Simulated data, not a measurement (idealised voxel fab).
process module | voxel self aligned vias
Square cells of 5 nm make up the cross-section cut, whose width is 185 nm.
This document writes a cross-section as a grid whose cells are square, and gives it as bands, listed from the top down; one or more rows of cells form a band.
Quick guide to a band line: top height, bottom height (nm) up front; then every material left to right with its width in nm. Only one material and it's marked "everywhere"? Then it fills the band edge to edge. And "blank" just means empty space.
Measure heights from 0. That's the level where, below it, the as-received wafer is all one material. The lowest band is bottomless and extends downward; write it as in "z 0 and below".
Graded width ("30 to 40"): value in top row of band = first number; value in bottom row = second number; row-to-row change constant.
Where a step carries "no modification", the cross-section came out of it unchanged, cell for cell.
"Listed closed voids": empty spaces of 8 cells or more with no open way to the top, each given as width x height at distance, distance from the left edge, all in nm.
Read whatever lies past the settings on a step's line as the simulator's own remark about the step.
"overlay nm" denotes, for a step that has a mask, the displacement of the mask to the right of its planned place, with negative values corresponding to the left.

Set out below are the planned steps of the process:
1) op RECEIVE | material Si
2) op CONFORMAL_DEP | material SiO2 | thk nm 10
3) op CONFORMAL_DEP | material SiCN | thk nm 5
4) op DIRECTIONAL_DEP | material SiO2 | thk nm 25
5) op MASKED_ETCH | tone open | mask id LINES | width nm 25 | pitch nm 70 | etch materials SiO2 | depth nm 25 | overlay nm 0
6) op CONFORMAL_DEP | material TiN | thk nm 5
7) op FILL_DEP | material Ru | thk nm 10
8) op CMP | height nm 40
9) op SELECTIVE_ETCH | etch materials W Ru TiN | depth nm 5
10) op FILL_DEP | material SiN | thk nm 10
11) op CMP | height nm 40
12) op DIRECTIONAL_DEP | material SiO2 | thk nm 20
13) op DIRECTIONAL_DEP | material aC | thk nm 10
14) op PATTERN | tone open | mask id VIAS | material resist | width nm 45 | thk nm 30 | overlay nm 0
15) op DIRECTIONAL_ETCH | etch materials aC | depth nm 10
16) op STRIP | etch materials resist
17) op DIRECTIONAL_ETCH | etch materials SiO2 | depth nm 20
18) op DIRECTIONAL_ETCH | etch materials SiN | depth nm 5
19) op STRIP | etch materials aC
20) op CONFORMAL_DEP | material TiN | thk nm 5
21) op FILL_DEP | material Ru | thk nm 10
22) op CMP | height nm 60
23) op CONFORMAL_DEP | material SiCN | thk nm 5

First out of two wafers; run went to plan:

Cross-section of the wafer at receipt, which is the condition after step 1:
	z 0 and below  Si everywhere
	Listed closed voids: none

Take a look at the wafer's cross-section after step 2:
	z 10 to 0  SiO2 everywhere
	Whatever lies below 0 is exactly as it was before.

Take a look at the wafer's cross-section after step 3:
	z 15 to 10  SiCN everywhere
	Whatever lies below 10 is exactly as it was before.

Take a look at the wafer's cross-section after step 4:
	z 40 to 15  SiO2 everywhere
	Whatever lies below 15 is exactly as it was before.

Take a look at the wafer's cross-section after step 5:
	z 40 to 15  SiO2=45; blank=25; SiO2=45; blank=25; SiO2=45
	Whatever lies below 15 is exactly as it was before.

Take a look at the wafer's cross-section after step 6:
	z 45 to 40  TiN=50; blank=15; TiN=55; blank=15; TiN=50
	z 40 to 20  SiO2=45; TiN=5; blank=15; TiN=5; SiO2=45; TiN=5; blank=15; TiN=5; SiO2=45
	z 20 to 15  SiO2=45; TiN=25; SiO2=45; TiN=25; SiO2=45
	Whatever lies below 15 is exactly as it was before.

Take a look at the wafer's cross-section after step 7:
	z 55 to 45  Ru everywhere
	z 45 to 40  TiN=50; Ru=15; TiN=55; Ru=15; TiN=50
	z 40 to 20  SiO2=45; TiN=5; Ru=15; TiN=5; SiO2=45; TiN=5; Ru=15; TiN=5; SiO2=45
	Whatever lies below 20 is exactly as it was before.

Take a look at the wafer's cross-section after step 8:
	z 40 to 20  SiO2=45; TiN=5; Ru=15; TiN=5; SiO2=45; TiN=5; Ru=15; TiN=5; SiO2=45
	Whatever lies below 20 is exactly as it was before.

Take a look at the wafer's cross-section after step 9:
	z 40 to 35  SiO2=45; blank=25; SiO2=45; blank=25; SiO2=45
	Whatever lies below 35 is exactly as it was before.

Take a look at the wafer's cross-section after step 10:
	z 50 to 40  SiN everywhere
	z 40 to 35  SiO2=45; SiN=25; SiO2=45; SiN=25; SiO2=45
	Whatever lies below 35 is exactly as it was before.

Take a look at the wafer's cross-section after step 11:
	z 40 to 35  SiO2=45; SiN=25; SiO2=45; SiN=25; SiO2=45
	Whatever lies below 35 is exactly as it was before.

Take a look at the wafer's cross-section after step 12:
	z 60 to 40  SiO2 everywhere
	Whatever lies below 40 is exactly as it was before.

Take a look at the wafer's cross-section after step 13:
	z 70 to 60  aC everywhere
	Whatever lies below 60 is exactly as it was before.

Take a look at the wafer's cross-section after step 14:
	z 100 to 70  resist=35; blank=45; resist=105
	Whatever lies below 70 is exactly as it was before.

Take a look at the wafer's cross-section after step 15:
	z 90 to 70  resist=35; blank=45; resist=105
	z 70 to 60  aC=35; blank=45; aC=105
	Whatever lies below 60 is exactly as it was before.

Take a look at the wafer's cross-section after step 16:
	z 70 to 60  aC=35; blank=45; aC=105
	Whatever lies below 60 is exactly as it was before.

Take a look at the wafer's cross-section after step 17:
	z 70 to 60  aC=35; blank=45; aC=105
	z 60 to 40  SiO2=35; blank=45; SiO2=105
	Whatever lies below 40 is exactly as it was before.

Take a look at the wafer's cross-section after step 18:
	z 70 to 60  aC=35; blank=45; aC=105
	z 60 to 40  SiO2=35; blank=45; SiO2=105
	z 40 to 35  SiO2=45; blank=25; SiO2=45; SiN=25; SiO2=45
	Whatever lies below 35 is exactly as it was before.

Take a look at the wafer's cross-section after step 19:
	z 60 to 40  SiO2=35; blank=45; SiO2=105
	Whatever lies below 40 is exactly as it was before.

Take a look at the wafer's cross-section after step 20:
	z 65 to 60  TiN=40; blank=35; TiN=110
	z 60 to 45  SiO2=35; TiN=5; blank=35; TiN=5; SiO2=105
	z 45 to 40  SiO2=35; TiN=15; blank=15; TiN=15; SiO2=105
	z 40 to 35  SiO2=45; TiN=25; SiO2=45; SiN=25; SiO2=45
	Whatever lies below 35 is exactly as it was before.

Take a look at the wafer's cross-section after step 21:
	z 75 to 65  Ru everywhere
	z 65 to 60  TiN=40; Ru=35; TiN=110
	z 60 to 45  SiO2=35; TiN=5; Ru=35; TiN=5; SiO2=105
	z 45 to 40  SiO2=35; TiN=15; Ru=15; TiN=15; SiO2=105
	Whatever lies below 40 is exactly as it was before.

Take a look at the wafer's cross-section after step 22:
	z 60 to 45  SiO2=35; TiN=5; Ru=35; TiN=5; SiO2=105
	Whatever lies below 45 is exactly as it was before.

Take a look at the wafer's cross-section after step 23:
	z 65 to 60  SiCN everywhere
	Whatever lies below 60 is exactly as it was before.

Wafer two. Identical start, identical plan. One mistake in execution. Identical history through step 16:

X-section, second wafer, when step 17 was due to finish:
	z 70 to 60  aC=35; blank=45; aC=105
	z 60 to 40  SiO2=35; blank=45; SiO2=105
	z 40 to 35  SiO2=35; blank=10; SiN=25; blank=10; SiO2=35; SiN=25; SiO2=45
	Whatever lies below 35 is exactly as it was before.

X-section, second wafer, when step 18 was due to finish:
	z 70 to 60  aC=35; blank=45; aC=105
	z 60 to 40  SiO2=35; blank=45; SiO2=105
	z 40 to 35  SiO2=35; blank=45; SiO2=35; SiN=25; SiO2=45
	Whatever lies below 35 is exactly as it was before.

X-section, second wafer, when step 19 was due to finish:
	z 60 to 40  SiO2=35; blank=45; SiO2=105
	Whatever lies below 40 is exactly as it was before.

X-section, second wafer, when step 20 was due to finish:
	z 65 to 60  TiN=40; blank=35; TiN=110
	z 60 to 40  SiO2=35; TiN=5; blank=35; TiN=5; SiO2=105
	z 40 to 35  SiO2=35; TiN=45; SiO2=35; SiN=25; SiO2=45
	Whatever lies below 35 is exactly as it was before.

X-section, second wafer, when step 21 was due to finish:
	z 75 to 65  Ru everywhere
	z 65 to 60  TiN=40; Ru=35; TiN=110
	z 60 to 40  SiO2=35; TiN=5; Ru=35; TiN=5; SiO2=105
	Whatever lies below 40 is exactly as it was before.

X-section, second wafer, when step 22 was due to finish:
	z 60 to 40  SiO2=35; TiN=5; Ru=35; TiN=5; SiO2=105
	Whatever lies below 40 is exactly as it was before.

X-section, second wafer, when step 23 was due to finish:
	z 65 to 60  SiCN everywhere
	Whatever lies below 60 is exactly as it was before.
what went wrong: not per plan at step 17, really ran op DIRECTIONAL_ETCH | etch materials SiO2 | depth nm 25
Final tally in cells, some materials are higher or lower on the second wafer than on the first: Ru +4, SiO2 -4
